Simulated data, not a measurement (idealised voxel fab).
The process module presented herein is designated voxel capacitor over wiring.
The cross-section shown here is cut; it is 200 nm wide and divided into square cells measuring 5 nm on a side.
If you're reading a cross-section in this doc, picture square cells in a grid; it comes to you as bands, top ones listed first down to the bottom, and a band can be one or more rows of cells. Heights first: top, then bottom, in nm. Then materials, left to right, each with a width in nm. "all across" on a single material: fills the band edge to edge. "air": empty space. Height 0 is the level under which the wafer as received is all one material. The lowest band goes on downwards, as in "0 -> down". It should be noted that a width expressed as "30 to 40" varies in equal increments from row to row of cells within the band, taking the value of the first number at the top row and that of the second number at the bottom row. When a step is marked "no alterations made", none of the cells in the cross-section changed during that step. "Closed void inventory" specifies each empty space that is not open to the top and that occupies no fewer than 8 cells, using the form width x height at distance, the distance measured from the left edge and all three quantities in nm. Post-settings text on a step line: simulator's own remark regarding the step. overlay nm, on a step with a mask: how far to the right of its planned place the mask lay; to the left if negative.
Here's what the planned process steps look like:
1 RECEIVE,material Si
2 CONFORMAL_DEP,material SiO2,thk nm 15
3 DIRECTIONAL_DEP,material TiN,thk nm 5
4 DIRECTIONAL_DEP,material W,thk nm 25
5 MASKED_ETCH,tone cover,mask id METAL_1,width nm 20,pitch nm 90,etch materials W,depth nm 25,overlay nm 0
6 MASKED_ETCH,tone cover,mask id METAL_1,width nm 20,pitch nm 90,etch materials TiN,depth nm 5,overlay nm 0
7 FILL_DEP,material SiO2,thk nm 10
8 CMP,height nm 45
9 CONFORMAL_DEP,material SiCN,thk nm 5
10 DIRECTIONAL_DEP,material SiO2,thk nm 20
11 DIRECTIONAL_DEP,material aC,thk nm 10
12 PATTERN,tone open,mask id PLUG_1,material resist,width nm 15,thk nm 25,overlay nm 0
13 DIRECTIONAL_ETCH,etch materials aC,depth nm 10
14 STRIP,etch materials resist
15 DIRECTIONAL_ETCH,etch materials SiO2,depth nm 20
16 DIRECTIONAL_ETCH,etch materials SiCN,depth nm 5
17 STRIP,etch materials aC
18 CONFORMAL_DEP,material TiN,thk nm 5
19 FILL_DEP,material W,thk nm 5
20 CMP,height nm 70
21 DIRECTIONAL_DEP,material TiN,thk nm 10
22 DIRECTIONAL_DEP,material HfO2,thk nm 5
23 DIRECTIONAL_DEP,material TiN,thk nm 5
24 DIRECTIONAL_DEP,material aC,thk nm 15
25 PATTERN,tone cover,mask id UPPER_PLATE,material resist,width nm 75,thk nm 30,overlay nm 0
26 DIRECTIONAL_ETCH,etch materials aC,depth nm 15
27 STRIP,etch materials resist
28 DIRECTIONAL_ETCH,etch materials TiN,depth nm 5
29 DIRECTIONAL_ETCH,etch materials HfO2,depth nm 5
30 STRIP,etch materials aC
31 PATTERN,tone cover,mask id LOWER_PLATE,material resist,width nm 85,thk nm 20,overlay nm 0
32 DIRECTIONAL_ETCH,etch materials TiN,depth nm 10
33 STRIP,etch materials resist
34 FILL_DEP,material SiO2,thk nm 20
35 CMP,height nm 105
36 DIRECTIONAL_DEP,material aC,thk nm 15
37 PATTERN,tone open,mask id PLUG_2,material resist,width nm 15,thk nm 35,overlay nm 0
38 DIRECTIONAL_ETCH,etch materials aC,depth nm 15
39 STRIP,etch materials resist
40 DIRECTIONAL_ETCH,etch materials SiO2,depth nm 15
41 STRIP,etch materials aC
42 CONFORMAL_DEP,material TiN,thk nm 5
43 FILL_DEP,material Cu,thk nm 5
44 CMP,height nm 105
45 CONFORMAL_DEP,material SiN,thk nm 5
Cross-sectional view of the wafer in its as-received condition, corresponding to the state after step 1:
	0 -> down | Si all across
	Closed void inventory: none
Module complete, cross-section. Starting point and plan per above. One mistake made in running the module:
	110 -> 105 | SiN all across
	105 -> 95 | SiO2 (60) / TiN (5) / Cu (5) / TiN (5) / SiO2 (125)
	95 -> 90 | SiO2 (60) / TiN (15) / SiO2 (125)
	90 -> 85 | SiO2 (45) / TiN (5) / SiO2 (75) / TiN (5) / SiO2 (70)
	85 -> 80 | HfO2 (50) / SiO2 (75) / HfO2 (75)
	80 -> 70 | TiN all across
	70 -> 50 | SiO2 (50) / TiN (5) / W (5) / TiN (5) / SiO2 (135)
	50 -> 45 | SiCN (50) / TiN (15) / SiCN (135)
	45 -> 20 | SiO2 (45) / W (20) / SiO2 (70) / W (20) / SiO2 (45)
	20 -> 15 | SiO2 (45) / TiN (20) / SiO2 (70) / TiN (20) / SiO2 (45)
	15 -> 0 | SiO2 all across
	0 -> down | Si all across
	Closed void inventory: none
What was the processing mistake? note that step 25 departed from the planned setting and was carried out as PATTERN,tone open,mask id UPPER_PLATE,material resist,width nm 75,thk nm 30,overlay nm 0
